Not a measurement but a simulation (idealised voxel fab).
process module | voxel released beams
cross-section cut | 240 nm wide | cells 5 nm
A cross-section is a grid of square cells, given in bands from the top down. A band is one or more rows of cells.
Each band's line starts with the height of the band's top and of its bottom, in nm. Then come its materials from left to right, each with its width in nm. One material with "throughout" fills the band from edge to edge. "air" is empty space.
Height 0 is the level under which the wafer as received is all one material. The lowest band goes on downwards, as in "0 down".
A width such as "30 to 40" changes by the same amount from each row of cells to the next, from the band's top row to its bottom row.
"no change" after a step means that no cell of the cross-section changed.
closed voids: empty space of 8 cells or more with no open way to the top, each as width x height at its distance from the left edge, in nm
after a step's settings: what the simulator itself notes on the step
overlay nm, on a step with a mask: how far to the right of its planned place the mask lay; to the left if negative
plan
1 op RECEIVE | material Si
2 op CONFORMAL_DEP | material Al2O3 | thk nm 5
3 op DIRECTIONAL_DEP | material SiO2 | thk nm 20
4 op DIRECTIONAL_DEP | material aC | thk nm 15
5 op PATTERN | tone open | mask id ANCHOR | material resist | width nm 45 | thk nm 35 | overlay nm 0
6 op DIRECTIONAL_ETCH | etch materials aC | depth nm 15
7 op STRIP | etch materials resist
8 op DIRECTIONAL_ETCH | etch materials SiO2 | depth nm 20
9 op STRIP | etch materials aC
10 op CONFORMAL_DEP | material polySi | thk nm 15
11 op MASKED_ETCH | tone cover | mask id BEAM | width nm 100 | etch materials polySi | depth nm 15 | overlay nm 0
12 op STRIP | etch materials SiO2
first wafer, as planned
as received, after step 1
  0 down: Si throughout
  closed voids: none
after step 2
  5 to 0: Al2O3 throughout
  below 0: unchanged
after step 3
  25 to 5: SiO2 throughout
  below 5: unchanged
after step 4
  40 to 25: aC throughout
  below 25: unchanged
after step 5
  75 to 40: resist 70 | air 45 | resist 125
  below 40: unchanged
after step 6
  60 to 40: resist 70 | air 45 | resist 125
  40 to 25: aC 70 | air 45 | aC 125
  below 25: unchanged
after step 7
  40 to 25: aC 70 | air 45 | aC 125
  below 25: unchanged
after step 8
  40 to 25: aC 70 | air 45 | aC 125
  25 to 5: SiO2 70 | air 45 | SiO2 125
  below 5: unchanged
after step 9
  25 to 5: SiO2 70 | air 45 | SiO2 125
  below 5: unchanged
after step 10
  40 to 25: polySi 85 | air 15 | polySi 140
  25 to 20: SiO2 70 | polySi 15 | air 15 | polySi 15 | SiO2 125
  20 to 5: SiO2 70 | polySi 45 | SiO2 125
  below 5: unchanged
after step 11
  40 to 25: air 65 | polySi 20 | air 15 | polySi 65 | air 75
  below 25: unchanged
after step 12
  40 to 25: air 65 | polySi 20 | air 15 | polySi 65 | air 75
  25 to 20: air 70 | polySi 15 | air 15 | polySi 15 | air 125
  20 to 5: air 70 | polySi 45 | air 125
  below 5: unchanged
second wafer: like start, like plan, one mistake. Through step 1 it matches the first wafer
when step 2 should have ended: no change
when step 3 should have ended
  20 to 0: SiO2 throughout
  below 0: unchanged
when step 4 should have ended
  35 to 20: aC throughout
  below 20: unchanged
when step 5 should have ended
  70 to 35: resist 70 | air 45 | resist 125
  below 35: unchanged
when step 6 should have ended
  55 to 35: resist 70 | air 45 | resist 125
  35 to 20: aC 70 | air 45 | aC 125
  below 20: unchanged
when step 7 should have ended
  35 to 20: aC 70 | air 45 | aC 125
  below 20: unchanged
when step 8 should have ended
  35 to 20: aC 70 | air 45 | aC 125
  20 to 0: SiO2 70 | air 45 | SiO2 125
  below 0: unchanged
when step 9 should have ended
  20 to 0: SiO2 70 | air 45 | SiO2 125
  below 0: unchanged
when step 10 should have ended
  35 to 20: polySi 85 | air 15 | polySi 140
  20 to 15: SiO2 70 | polySi 15 | air 15 | polySi 15 | SiO2 125
  15 to 0: SiO2 70 | polySi 45 | SiO2 125
  below 0: unchanged
when step 11 should have ended
  35 to 20: air 65 | polySi 20 | air 15 | polySi 65 | air 75
  below 20: unchanged
when step 12 should have ended
  35 to 20: air 65 | polySi 20 | air 15 | polySi 65 | air 75
  20 to 15: air 70 | polySi 15 | air 15 | polySi 15 | air 125
  15 to 0: air 70 | polySi 45 | air 125
  below 0: unchanged
what went wrong: step 2 was left out
at the end the second wafer has, in cells: 48 fewer of Al2O3
